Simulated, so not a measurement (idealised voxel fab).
Module name: voxel capacitor over wiring (process module)
This is section cut - it's 155 nm across, gridded in 5 nm square cells.
Cross-sections here: square-cell grids, written as top-down lists of bands, a band being one or more rows of cells.
For a band, the entry starts with two heights in nm, that of the top and then that of the bottom, and carries on with the band's materials in order from left to right, each alongside its width in nm; the word "full width" beside a single material means it fills the band edge to edge, and "air" means empty space.
For the purposes of this specification, 0 denotes the height below which the wafer in its as-received condition is composed wholly of one material, and the lowermost band, lacking a lower limit, extends downward without end, as expressed in "from 0 down".
Note: "30 to 40" means the width goes from the first number (top row of the band) to the second number (bottom row) in equal steps per row of cells.
Basically "remains unaltered" means that step didn't change any cell in the cross-section.
"Enclosed internal voids" specifies each empty space that is not open to the top and that occupies no fewer than 8 cells, using the form width x height at distance, the distance measured from the left edge and all three quantities in nm.
Text after the settings on a step's line: the simulator's own remark on that step.
The optional step-line setting "overlay nm" applies to steps with a mask and quantifies how far to the right of its planned location the mask lay, a negative value indicating leftward placement.
This section lists the process steps that were planned:
1. RECEIVE,material Si
2. CONFORMAL_DEP,material SiO2,thk nm 15
3. DIRECTIONAL_DEP,material TiN,thk nm 5
4. DIRECTIONAL_DEP,material Ru,thk nm 15
5. DIRECTIONAL_DEP,material aC,thk nm 15
6. PATTERN,tone cover,mask id METAL_1,material resist,width nm 25,pitch nm 95,thk nm 35,overlay nm 0
7. DIRECTIONAL_ETCH,etch materials aC,depth nm 15
8. STRIP,etch materials resist
9. DIRECTIONAL_ETCH,etch materials Ru,depth nm 15
10. DIRECTIONAL_ETCH,etch materials TiN,depth nm 5
11. STRIP,etch materials aC
12. CONFORMAL_DEP,material SiCN,thk nm 5
13. FILL_DEP,material lowk,thk nm 10
14. CMP,height nm 35
15. CONFORMAL_DEP,material SiCN,thk nm 5
16. DIRECTIONAL_DEP,material SiO2,thk nm 20
17. DIRECTIONAL_DEP,material aC,thk nm 10
18. PATTERN,tone open,mask id PLUG_1,material resist,width nm 15,thk nm 25,overlay nm 0
19. DIRECTIONAL_ETCH,etch materials aC,depth nm 10
20. STRIP,etch materials resist
21. DIRECTIONAL_ETCH,etch materials SiO2,depth nm 20
22. DIRECTIONAL_ETCH,etch materials SiCN,depth nm 5
23. STRIP,etch materials aC
24. EPI,material Ru,thk nm 10
25. EPI,material Ru,thk nm 10
26. EPI,material Ru,thk nm 5
27. DIRECTIONAL_DEP,material TiN,thk nm 10
28. DIRECTIONAL_DEP,material Al2O3,thk nm 5
29. DIRECTIONAL_DEP,material TiN,thk nm 10
30. PATTERN,tone cover,mask id UPPER_PLATE,material resist,width nm 75,thk nm 15,overlay nm 0
31. DIRECTIONAL_ETCH,etch materials TiN,depth nm 10
32. DIRECTIONAL_ETCH,etch materials Al2O3,depth nm 5
33. STRIP,etch materials resist
34. DIRECTIONAL_DEP,material aC,thk nm 10
35. PATTERN,tone cover,mask id LOWER_PLATE,material resist,width nm 85,thk nm 30,overlay nm 0
36. DIRECTIONAL_ETCH,etch materials aC,depth nm 10
37. STRIP,etch materials resist
38. DIRECTIONAL_ETCH,etch materials TiN,depth nm 10
39. STRIP,etch materials aC
40. FILL_DEP,material SiO2,thk nm 15
41. CMP,height nm 95
42. MASKED_ETCH,tone open,mask id PLUG_2,width nm 15,etch materials SiO2,depth nm 10,overlay nm 0
43. CONFORMAL_DEP,material TiN,thk nm 5
44. FILL_DEP,material W,thk nm 5
45. CMP,height nm 95
46. CONFORMAL_DEP,material SiCN,thk nm 5
Of two wafers, the first: run according to plan:
Cross-section of the incoming wafer, state after step 1:
  from 0 down  Si full width
  Enclosed internal voids: none
The wafer, seen in cross-section, after step 2:
  from 15 to 0  SiO2 full width
  Below 0, no change.
The wafer, seen in cross-section, after step 3:
  from 20 to 15  TiN full width
  Below 15, no change.
The wafer, seen in cross-section, after step 4:
  from 35 to 20  Ru full width
  Below 20, no change.
The wafer, seen in cross-section, after step 5:
  from 50 to 35  aC full width
  Below 35, no change.
The wafer, seen in cross-section, after step 6:
  from 85 to 50  air=15 | resist=25 | air=70 | resist=25 | air=20
  Below 50, no change.
The wafer, seen in cross-section, after step 7:
  from 70 to 50  air=15 | resist=25 | air=70 | resist=25 | air=20
  from 50 to 35  air=15 | aC=25 | air=70 | aC=25 | air=20
  Below 35, no change.
The wafer, seen in cross-section, after step 8:
  from 50 to 35  air=15 | aC=25 | air=70 | aC=25 | air=20
  Below 35, no change.
The wafer, seen in cross-section, after step 9:
  from 50 to 35  air=15 | aC=25 | air=70 | aC=25 | air=20
  from 35 to 20  air=15 | Ru=25 | air=70 | Ru=25 | air=20
  Below 20, no change.
The wafer, seen in cross-section, after step 10:
  from 50 to 35  air=15 | aC=25 | air=70 | aC=25 | air=20
  from 35 to 20  air=15 | Ru=25 | air=70 | Ru=25 | air=20
  from 20 to 15  air=15 | TiN=25 | air=70 | TiN=25 | air=20
  Below 15, no change.
The wafer, seen in cross-section, after step 11:
  from 35 to 20  air=15 | Ru=25 | air=70 | Ru=25 | air=20
  Below 20, no change.
The wafer, seen in cross-section, after step 12:
  from 40 to 35  air=10 | SiCN=35 | air=60 | SiCN=35 | air=15
  from 35 to 20  air=10 | SiCN=5 | Ru=25 | SiCN=5 | air=60 | SiCN=5 | Ru=25 | SiCN=5 | air=15
  from 20 to 15  SiCN=15 | TiN=25 | SiCN=70 | TiN=25 | SiCN=20
  Below 15, no change.
The wafer, seen in cross-section, after step 13:
  from 50 to 40  lowk full width
  from 40 to 35  lowk=10 | SiCN=35 | lowk=60 | SiCN=35 | lowk=15
  from 35 to 20  lowk=10 | SiCN=5 | Ru=25 | SiCN=5 | lowk=60 | SiCN=5 | Ru=25 | SiCN=5 | lowk=15
  Below 20, no change.
The wafer, seen in cross-section, after step 14:
  from 35 to 20  lowk=10 | SiCN=5 | Ru=25 | SiCN=5 | lowk=60 | SiCN=5 | Ru=25 | SiCN=5 | lowk=15
  Below 20, no change.
The wafer, seen in cross-section, after step 15:
  from 40 to 35  SiCN full width
  Below 35, no change.
The wafer, seen in cross-section, after step 16:
  from 60 to 40  SiO2 full width
  Below 40, no change.
The wafer, seen in cross-section, after step 17:
  from 70 to 60  aC full width
  Below 60, no change.
The wafer, seen in cross-section, after step 18:
  from 95 to 70  resist=25 | air=15 | resist=115
  Below 70, no change.
The wafer, seen in cross-section, after step 19:
  from 85 to 70  resist=25 | air=15 | resist=115
  from 70 to 60  aC=25 | air=15 | aC=115
  Below 60, no change.
The wafer, seen in cross-section, after step 20:
  from 70 to 60  aC=25 | air=15 | aC=115
  Below 60, no change.
The wafer, seen in cross-section, after step 21:
  from 70 to 60  aC=25 | air=15 | aC=115
  from 60 to 40  SiO2=25 | air=15 | SiO2=115
  Below 40, no change.
The wafer, seen in cross-section, after step 22:
  from 70 to 60  aC=25 | air=15 | aC=115
  from 60 to 40  SiO2=25 | air=15 | SiO2=115
  from 40 to 35  SiCN=25 | air=15 | SiCN=115
  Below 35, no change.
The wafer, seen in cross-section, after step 23:
  from 60 to 40  SiO2=25 | air=15 | SiO2=115
  Below 40, no change.
The wafer, seen in cross-section, after step 24:
  from 60 to 45  SiO2=25 | air=15 | SiO2=115
  from 45 to 40  SiO2=25 | Ru=15 | SiO2=115
  from 40 to 35  SiCN=25 | Ru=15 | SiCN=115
  Below 35, no change.
The wafer, seen in cross-section, after step 25:
  from 60 to 55  SiO2=25 | air=15 | SiO2=115
  from 55 to 40  SiO2=25 | Ru=15 | SiO2=115
  Below 40, no change.
The wafer, seen in cross-section, after step 26:
  from 60 to 40  SiO2=25 | Ru=15 | SiO2=115
  Below 40, no change.
The wafer, seen in cross-section, after step 27:
  from 70 to 60  TiN full width
  Below 60, no change.
The wafer, seen in cross-section, after step 28:
  from 75 to 70  Al2O3 full width
  Below 70, no change.
The wafer, seen in cross-section, after step 29:
  from 85 to 75  TiN full width
  Below 75, no change.
The wafer, seen in cross-section, after step 30:
  from 100 to 85  air=25 | resist=75 | air=55
  Below 85, no change.
The wafer, seen in cross-section, after step 31:
  from 100 to 85  air=25 | resist=75 | air=55
  from 85 to 75  air=25 | TiN=75 | air=55
  Below 75, no change.
The wafer, seen in cross-section, after step 32:
  from 100 to 85  air=25 | resist=75 | air=55
  from 85 to 75  air=25 | TiN=75 | air=55
  from 75 to 70  air=25 | Al2O3=75 | air=55
  Below 70, no change.
The wafer, seen in cross-section, after step 33:
  from 85 to 75  air=25 | TiN=75 | air=55
  Below 75, no change.
The wafer, seen in cross-section, after step 34:
  from 95 to 85  air=25 | aC=75 | air=55
  from 85 to 80  air=25 | TiN=75 | air=55
  from 80 to 75  aC=25 | TiN=75 | aC=55
  from 75 to 70  aC=25 | Al2O3=75 | aC=55
  Below 70, no change.
The wafer, seen in cross-section, after step 35:
  from 125 to 95  air=20 | resist=85 | air=50
  from 95 to 85  air=20 | resist=5 | aC=75 | resist=5 | air=50
  from 85 to 80  air=20 | resist=5 | TiN=75 | resist=5 | air=50
  Below 80, no change.
The wafer, seen in cross-section, after step 36:
  from 115 to 95  air=20 | resist=85 | air=50
  from 95 to 85  air=20 | resist=5 | aC=75 | resist=5 | air=50
  from 85 to 80  air=20 | resist=5 | TiN=75 | resist=5 | air=50
  from 80 to 75  air=20 | aC=5 | TiN=75 | aC=5 | air=50
  from 75 to 70  air=20 | aC=5 | Al2O3=75 | aC=5 | air=50
  Below 70, no change.
The wafer, seen in cross-section, after step 37:
  from 95 to 85  air=25 | aC=75 | air=55
  from 85 to 80  air=25 | TiN=75 | air=55
  Below 80, no change.
The wafer, seen in cross-section, after step 38:
  from 95 to 85  air=25 | aC=75 | air=55
  from 85 to 80  air=25 | TiN=75 | air=55
  from 80 to 75  air=20 | aC=5 | TiN=75 | aC=5 | air=50
  from 75 to 70  air=20 | aC=5 | Al2O3=75 | aC=5 | air=50
  from 70 to 60  air=20 | TiN=85 | air=50
  Below 60, no change.
The wafer, seen in cross-section, after step 39:
  from 85 to 75  air=25 | TiN=75 | air=55
  from 75 to 70  air=25 | Al2O3=75 | air=55
  Below 70, no change.
The wafer, seen in cross-section, after step 40:
  from 100 to 85  SiO2 full width
  from 85 to 75  SiO2=25 | TiN=75 | SiO2=55
  from 75 to 70  SiO2=25 | Al2O3=75 | SiO2=55
  from 70 to 60  SiO2=20 | TiN=85 | SiO2=50
  Below 60, no change.
The wafer, seen in cross-section, after step 41:
  from 95 to 85  SiO2 full width
  Below 85, no change.
The wafer, seen in cross-section, after step 42:
  from 95 to 85  SiO2=35 | air=15 | SiO2=105
  Below 85, no change.
The wafer, seen in cross-section, after step 43:
  from 100 to 95  TiN=40 | air=5 | TiN=110
  from 95 to 90  SiO2=35 | TiN=5 | air=5 | TiN=5 | SiO2=105
  from 90 to 85  SiO2=35 | TiN=15 | SiO2=105
  Below 85, no change.
The wafer, seen in cross-section, after step 44:
  from 105 to 100  W full width
  from 100 to 95  TiN=40 | W=5 | TiN=110
  from 95 to 90  SiO2=35 | TiN=5 | W=5 | TiN=5 | SiO2=105
  Below 90, no change.
The wafer, seen in cross-section, after step 45:
  from 95 to 90  SiO2=35 | TiN=5 | W=5 | TiN=5 | SiO2=105
  Below 90, no change.
The wafer, seen in cross-section, after step 46:
  from 100 to 95  SiCN full width
  Below 95, no change.
Companion wafer, the second of two: same beginning, same intended sequence, one mistake in carrying it out; through step 45 inclusive it tracks the first exactly:
At the planned end of step 46, the second wafer in cross-section:
  from 100 to 95  aC full width
  Below 95, no change.
Run error: in deviation from the planned setting, step 46 was conducted as CONFORMAL_DEP,material aC,thk nm 5
Cell-count delta at end, second wafer over first, by material: -31 SiCN; +31 aC
